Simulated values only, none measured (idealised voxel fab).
process module | voxel air gaps
cross-section cut | 255 nm wide | cells 5 nm
A cross-section is a grid of square cells, given in bands from the top down. A band is one or more rows of cells.
Each band's line starts with the height of the band's top and of its bottom, in nm. Then come its materials from left to right, each with its width in nm. One material with "throughout" fills the band from edge to edge. "air" is empty space.
Height 0 is the level under which the wafer as received is all one material. The lowest band goes on downwards, as in "0 down".
A width such as "30 to 40" changes by the same amount from each row of cells to the next, from the band's top row to its bottom row.
"no change" after a step means that no cell of the cross-section changed.
closed voids: empty space of 8 cells or more with no open way to the top, each as width x height at its distance from the left edge, in nm
after a step's settings: what the simulator itself notes on the step
overlay nm, on a step with a mask: how far to the right of its planned place the mask lay; to the left if negative
plan
1 op RECEIVE | material Si
2 op CONFORMAL_DEP | material SiO2 | thk nm 10
3 op CONFORMAL_DEP | material SiN | thk nm 5
4 op DIRECTIONAL_DEP | material lowk | thk nm 40
5 op PATTERN | tone open | mask id LINES | material resist | width nm 15 | pitch nm 40 | thk nm 15 | overlay nm 0
6 op DIRECTIONAL_ETCH | etch materials lowk | depth nm 40
7 op STRIP | etch materials resist
8 op CONFORMAL_DEP | material TiN | thk nm 5
9 op FILL_DEP | material Cu | thk nm 5
10 op CMP | height nm 55
11 op EPI | material Ru | thk nm 10
12 op SELECTIVE_ETCH | etch materials lowk | depth nm 50
13 op CONFORMAL_DEP | material SiN | thk nm 5
as received, after step 1
  0 down: Si throughout
  closed voids: none
first wafer at the end, as planned
  70 to 65: air 45 | SiN 165 | air 45
  65 to 55: air 45 | SiN 5 | Ru 35 | SiN 5 | Ru 35 | SiN 5 | Ru 35 | SiN 5 | Ru 35 | SiN 5 | air 45
  55 to 50: air 45 | SiN 15 | TiN 5 | Cu 5 | TiN 5 | SiN 25 | TiN 5 | Cu 5 | TiN 5 | SiN 25 | TiN 5 | Cu 5 | TiN 5 | SiN 25 | TiN 5 | Cu 5 | TiN 5 | SiN 15 | air 45
  50 to 20: air 55 | SiN 5 | TiN 5 | Cu 5 | TiN 5 | SiN 5 | air 15 | SiN 5 | TiN 5 | Cu 5 | TiN 5 | SiN 5 | air 15 | SiN 5 | TiN 5 | Cu 5 | TiN 5 | SiN 5 | air 15 | SiN 5 | TiN 5 | Cu 5 | TiN 5 | SiN 5 | air 55
  20 to 15: SiN 60 | TiN 15 | SiN 25 | TiN 15 | SiN 25 | TiN 15 | SiN 25 | TiN 15 | SiN 60
  15 to 10: SiN throughout
  10 to 0: SiO2 throughout
  0 down: Si throughout
  closed voids: 15 x 30 at 80; 15 x 30 at 120; 15 x 30 at 160
second wafer at the end: like start, like plan, one mistake
  75 to 70: SiN throughout
  70 to 60: Ru throughout
  60 to 55: TiN 65 | Cu 5 | TiN 35 | Cu 5 | TiN 35 | Cu 5 | TiN 35 | Cu 5 | TiN 65
  55 to 20: lowk 60 | TiN 5 | Cu 5 | TiN 5 | lowk 25 | TiN 5 | Cu 5 | TiN 5 | lowk 25 | TiN 5 | Cu 5 | TiN 5 | lowk 25 | TiN 5 | Cu 5 | TiN 5 | lowk 60
  20 to 15: lowk 60 | TiN 15 | lowk 25 | TiN 15 | lowk 25 | TiN 15 | lowk 25 | TiN 15 | lowk 60
  15 to 10: SiN throughout
  10 to 0: SiO2 throughout
  0 down: Si throughout
  closed voids: none
what went wrong: step 10 ran as: op CMP | height nm 60
at the end the second wafer has, in cells: 4 more of Cu | 46 more of Ru | 100 fewer of SiN | 47 more of TiN | 312 more of lowk
closed voids at the end (first wafer, second wafer): 3, 0
